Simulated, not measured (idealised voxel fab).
You're looking at the process module voxel lift off.
It is cross-section cut that appears here, measuring 300 nm in width, its square cells being 5 nm in size.
Format of a cross-section: grid, square cells. Given as bands. Order: top down. Band: one or more rows of cells. In this notation a band is specified by the heights of its top and bottom, in that order and in nm, after which its materials appear from left to right, each paired with its width in nm. The word "edge to edge" attached to a single material means that material fills the band from edge to edge; the word "blank" stands for empty space. Height 0 is the level under which the wafer as received is all one material. The lowest band goes on downwards, as in "z 0 and below". Read "30 to 40" as a graded width: first number on top, second number at the bottom, same change between each pair of neighbouring rows. "nothing got changed" -> step changed no cross-section cell. Basically, "Fully enclosed voids" tells you about the enclosed voids: empty spaces with no open way to the top, 8 cells or bigger, each written width x height at distance, where distance is from the left edge, all in nm. If you see something after the settings on a step's line, that's the simulator's own remark about that step. overlay nm: for a step with a mask, the amount by which the mask lay right of where it was planned; a negative amount means left of it.
Process steps - plan:
- 1: RECEIVE,material Si
- 2: CONFORMAL_DEP,material SiN,thk nm 5
- 3: PATTERN,tone open,mask id LINES,material resist,width nm 30,pitch nm 60,thk nm 15,overlay nm 0
- 4: DIRECTIONAL_DEP,material Ru,thk nm 5
- 5: STRIP,etch materials resist
- 6: CONFORMAL_DEP,material SiN,thk nm 5
The thk nm used in step 2 is not the same on every wafer, whereas the starting condition is; the value printed in the plan is the first wafer's.
Cross-section of the first incoming wafer of several, state after step 1:
	z 0 and below | Si edge to edge
	Fully enclosed voids: none
Module end state after final step 6: cross-section of the first of several wafers:
	z 15 to 10 | 40 of blank / 40 of SiN / 20 of blank / 40 of SiN / 20 of blank / 40 of SiN / 20 of blank / 40 of SiN / 40 of blank
	z 10 to 5 | 45 of SiN / 30 of Ru / 30 of SiN / 30 of Ru / 30 of SiN / 30 of Ru / 30 of SiN / 30 of Ru / 45 of SiN
	z 5 to 0 | SiN edge to edge
	z 0 and below | Si edge to edge
	Fully enclosed voids: none
Sectional view of the last wafer upon completion of the module:
	z 35 to 30 | 40 of blank / 40 of SiN / 20 of blank / 40 of SiN / 20 of blank / 40 of SiN / 20 of blank / 40 of SiN / 40 of blank
	z 30 to 25 | 45 of SiN / 30 of Ru / 30 of SiN / 30 of Ru / 30 of SiN / 30 of Ru / 30 of SiN / 30 of Ru / 45 of SiN
	z 25 to 0 | SiN edge to edge
	z 0 and below | Si edge to edge
	Fully enclosed voids: none
Note: the following table is arranged by wafer, a row apiece. Each row reports the end-of-module state: per material, cells gained (+) or cells lost (-) compared with the wafer as received; closed voids follow:
thk nm 5 | +24 Ru | +128 SiN | Fully enclosed voids: none
thk nm 10 | +24 Ru | +188 SiN | Fully enclosed voids: none
thk nm 15 | +24 Ru | +248 SiN | Fully enclosed voids: none
thk nm 20 | +24 Ru | +308 SiN | Fully enclosed voids: none
thk nm 25 | +24 Ru | +368 SiN | Fully enclosed voids: none
